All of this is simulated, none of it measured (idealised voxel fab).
Herein follows the process module entitled voxel capacitor over wiring.
The cross-section shown here is cut; it is 295 nm wide and divided into square cells measuring 5 nm on a side.
Cross-section layout: square cells on a grid; listed as bands, top to bottom; a band spans one or more cell rows. In this notation a band is specified by the heights of its top and bottom, in that order and in nm, after which its materials appear from left to right, each paired with its width in nm. The word "all across" attached to a single material means that material fills the band from edge to edge; the word "empty" stands for empty space. Heights are expressed relative to 0, this being the level below which the as-received wafer comprises one material exclusively. The lowest band is unbounded in the downward direction and is denoted as in "0 nm and below". The width entry "30->40" should be interpreted row by row: the top row of cells in the band takes the first number, the bottom row takes the second number, and the change between adjacent rows is uniform throughout. Where a step carries "remained the same", the cross-section came out of it unchanged, cell for cell. Closed empty spaces (no open way to the top) of 8 cells or more are what "Enclosed void list" lists, each as width x height at distance from the left edge, nm for all three. Text after the settings on a step's line: the simulator's own remark on that step. The setting "overlay nm" may be written on the line of a step. When the step uses a mask, the value reports how far to the right of the planned place the mask lay, and a negative value reports that it lay to the left.
The planned process steps are enumerated hereunder
1 RECEIVE, material Si
2 CONFORMAL_DEP, material SiO2, thk nm 10
3 CONFORMAL_DEP, material SiCN, thk nm 5
4 DIRECTIONAL_DEP, material SiO2, thk nm 15
5 DIRECTIONAL_DEP, material aC, thk nm 10
6 PATTERN, tone open, mask id METAL_1, material resist, width nm 20, pitch nm 80, thk nm 25, overlay nm 0
7 DIRECTIONAL_ETCH, etch materials aC, depth nm 10
8 STRIP, etch materials resist
9 DIRECTIONAL_ETCH, etch materials SiO2, depth nm 15
10 DIRECTIONAL_ETCH, etch materials SiCN, depth nm 5
11 STRIP, etch materials aC
12 CONFORMAL_DEP, material TiN, thk nm 5
13 FILL_DEP, material Cu, thk nm 10
14 CMP, height nm 30
15 CONFORMAL_DEP, material SiCN, thk nm 5
16 DIRECTIONAL_DEP, material lowk, thk nm 15
17 DIRECTIONAL_DEP, material aC, thk nm 10
18 PATTERN, tone open, mask id PLUG_1, material resist, width nm 15, thk nm 30, overlay nm 0
19 DIRECTIONAL_ETCH, etch materials aC, depth nm 10
20 STRIP, etch materials resist
21 DIRECTIONAL_ETCH, etch materials lowk, depth nm 15
22 DIRECTIONAL_ETCH, etch materials SiCN, depth nm 5
23 STRIP, etch materials aC
24 CONFORMAL_DEP, material TiN, thk nm 5
25 FILL_DEP, material Ru, thk nm 10
26 CMP, height nm 50
27 DIRECTIONAL_DEP, material TiN, thk nm 5
28 DIRECTIONAL_DEP, material SiN, thk nm 5
29 DIRECTIONAL_DEP, material TiN, thk nm 10
30 PATTERN, tone cover, mask id UPPER_PLATE, material resist, width nm 65, thk nm 15, overlay nm 0
31 DIRECTIONAL_ETCH, etch materials TiN, depth nm 10
32 DIRECTIONAL_ETCH, etch materials SiN, depth nm 5
33 STRIP, etch materials resist
34 DIRECTIONAL_DEP, material aC, thk nm 10
35 PATTERN, tone cover, mask id LOWER_PLATE, material resist, width nm 75, thk nm 25, overlay nm 0
36 DIRECTIONAL_ETCH, etch materials aC, depth nm 10
37 STRIP, etch materials resist
38 DIRECTIONAL_ETCH, etch materials TiN, depth nm 5
39 STRIP, etch materials aC
40 FILL_DEP, material SiO2, thk nm 20
41 CMP, height nm 85
42 PATTERN, tone open, mask id PLUG_2, material resist, width nm 15, thk nm 15, overlay nm 0
43 DIRECTIONAL_ETCH, etch materials SiO2, depth nm 15
44 STRIP, etch materials resist
45 CONFORMAL_DEP, material TiN, thk nm 5
46 FILL_DEP, material Ru, thk nm 5
47 CMP, height nm 85
48 CONFORMAL_DEP, material SiN, thk nm 5
Wafer cross-section on receipt, i.e. after step 1
> 0 nm and below | Si all across
> Enclosed void list: none
The module was run from the start shown above using the plan shown above, but one mistake was made doing it; the resulting wafer cross-section is below
> 90 nm to 85 nm | SiN all across
> 85 nm to 75 nm | SiO2 110 nm  TiN 5 nm  Ru 5 nm  TiN 5 nm  SiO2 170 nm
> 75 nm to 70 nm | SiO2 110 nm  TiN 15 nm  SiO2 170 nm
> 70 nm to 60 nm | SiO2 100 nm  TiN 65 nm  SiO2 130 nm
> 60 nm to 55 nm | SiO2 100 nm  SiN 65 nm  SiO2 130 nm
> 55 nm to 50 nm | SiO2 95 nm  TiN 75 nm  SiO2 125 nm
> 50 nm to 35 nm | Ru 95 nm  TiN 5 nm  lowk 15 nm  TiN 5 nm  Ru 175 nm
> 35 nm to 30 nm | TiN 100 nm  SiCN 15 nm  TiN 180 nm
> 30 nm to 15 nm | SiO2 95 nm  TiN 5 nm  Cu 10 nm  TiN 5 nm  SiO2 60 nm  TiN 5 nm  Cu 10 nm  TiN 5 nm  SiO2 100 nm
> 15 nm to 10 nm | SiCN 95 nm  TiN 20 nm  SiCN 60 nm  TiN 20 nm  SiCN 100 nm
> 10 nm to 0 nm | SiO2 all across
> 0 nm and below | Si all across
> Enclosed void list: none
what went wrong: off-plan run, step 18, actual operation and settings PATTERN, tone cover, mask id PLUG_1, material resist, width nm 15, thk nm 30, overlay nm 0
